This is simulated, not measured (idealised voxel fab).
You're looking at the process module voxel air gaps.
Section cut is 235 nm wide and gridded with 5 nm square cells.
When this document writes out a cross-section, it uses a grid of square cells and lists it as bands, beginning at the top and moving down, with a band standing for one or more rows of cells. Look at the band entry: it leads with the top's height and the bottom's height in nm. Then it lists the materials left to right, with a width in nm for each. The word "everywhere" on a single material says that material fills the band edge to edge. The word "air" is empty space. The level at which height equals 0 is the one under which the wafer, as it arrives, is entirely one material. No lower edge exists for the bottom band, which continues downward and is notated as in "z 0 and below". With a width like "30->40", each row of cells in the band differs from the next by the same amount, the top row carrying the first number and the bottom row the second. "remained the same" for a step: no cell of the cross-section changed in that step. "Fully closed voids" enumerates empty spaces isolated from the top, with no open way to it, that contain at least 8 cells, giving each as width x height at distance from the left edge, all three in nm. If you see something after the settings on a step's line, that's the simulator's own remark about that step. When a step includes a mask, the "overlay nm" setting on its line states how far to the right of its planned place that mask lay, and negative values state how far to the left.

STEPS PLANNED FOR THE PROCESS
step 1: RECEIVE (material Si)
step 2: CONFORMAL_DEP (material SiO2; thk nm 15)
step 3: CONFORMAL_DEP (material SiCN; thk nm 5)
step 4: DIRECTIONAL_DEP (material SiO2; thk nm 35)
step 5: DIRECTIONAL_DEP (material aC; thk nm 10)
step 6: PATTERN (tone open; mask id LINES; material resist; width nm 25; pitch nm 50; thk nm 25; overlay nm 0)
step 7: DIRECTIONAL_ETCH (etch materials aC; depth nm 10)
step 8: STRIP (etch materials resist)
step 9: DIRECTIONAL_ETCH (etch materials SiO2; depth nm 35)
step 10: STRIP (etch materials aC)
step 11: CONFORMAL_DEP (material TiN; thk nm 5)
step 12: FILL_DEP (material Cu; thk nm 10)
step 13: CMP (height nm 55)
step 14: EPI (material Ru; thk nm 10)
step 15: SELECTIVE_ETCH (etch materials SiO2; depth nm 45)
step 16: CONFORMAL_DEP (material SiCN; thk nm 5)

CROSS-SECTIONAL VIEW OF THE WAFER IN ITS AS-RECEIVED CONDITION, CORRESPONDING TO THE STATE AFTER STEP 1
> z 0 and below  Si everywhere
> Fully closed voids: none

CROSS-SECTION, FIRST OF TWO WAFERS, END OF MODULE, RUN AS PLANNED
> z 70 to 65  air 40  SiCN 155  air 40
> z 65 to 55  air 40  SiCN 5  Ru 45  SiCN 5  Ru 45  SiCN 5  Ru 45  SiCN 5  air 40
> z 55 to 50  air 40  SiCN 15  TiN 5  Cu 15  TiN 5  SiCN 25  TiN 5  Cu 15  TiN 5  SiCN 25  TiN 5  Cu 15  TiN 5  SiCN 15  air 40
> z 50 to 25  air 50  SiCN 5  TiN 5  Cu 15  TiN 5  SiCN 5  air 15  SiCN 5  TiN 5  Cu 15  TiN 5  SiCN 5  air 15  SiCN 5  TiN 5  Cu 15  TiN 5  SiCN 5  air 50
> z 25 to 20  SiCN 55  TiN 25  SiCN 25  TiN 25  SiCN 25  TiN 25  SiCN 55
> z 20 to 15  SiCN everywhere
> z 15 to 0  SiO2 everywhere
> z 0 and below  Si everywhere
> Fully closed voids: 15 x 25 at 85; 15 x 25 at 135

HERE IS THE SECOND OF THE TWO WAFERS CUT OPEN AT THE END OF THE MODULE - SAME START, SAME PLAN AS THE FIRST ONE, BUT WE MADE ONE MISTAKE RUNNING IT
> z 60 to 55  air 40  SiCN 155  air 40
> z 55 to 45  air 40  SiCN 5  Ru 45  SiCN 5  Ru 45  SiCN 5  Ru 45  SiCN 5  air 40
> z 45 to 40  air 40  SiCN 15  TiN 5  Cu 15  TiN 5  SiCN 25  TiN 5  Cu 15  TiN 5  SiCN 25  TiN 5  Cu 15  TiN 5  SiCN 15  air 40
> z 40 to 25  air 50  SiCN 5  TiN 5  Cu 15  TiN 5  SiCN 5  air 15  SiCN 5  TiN 5  Cu 15  TiN 5  SiCN 5  air 15  SiCN 5  TiN 5  Cu 15  TiN 5  SiCN 5  air 50
> z 25 to 20  SiCN 55  TiN 25  SiCN 25  TiN 25  SiCN 25  TiN 25  SiCN 55
> z 20 to 15  SiCN everywhere
> z 15 to 0  SiO2 everywhere
> z 0 and below  Si everywhere
> Fully closed voids: 15 x 15 at 85; 15 x 15 at 135
What was the processing mistake? rather than as planned, step 13 actually ran as CMP (height nm 45)
Heads up, by the end the second wafer has more or fewer cells of some materials compared to the first: Cu -18; SiCN -12; TiN -12
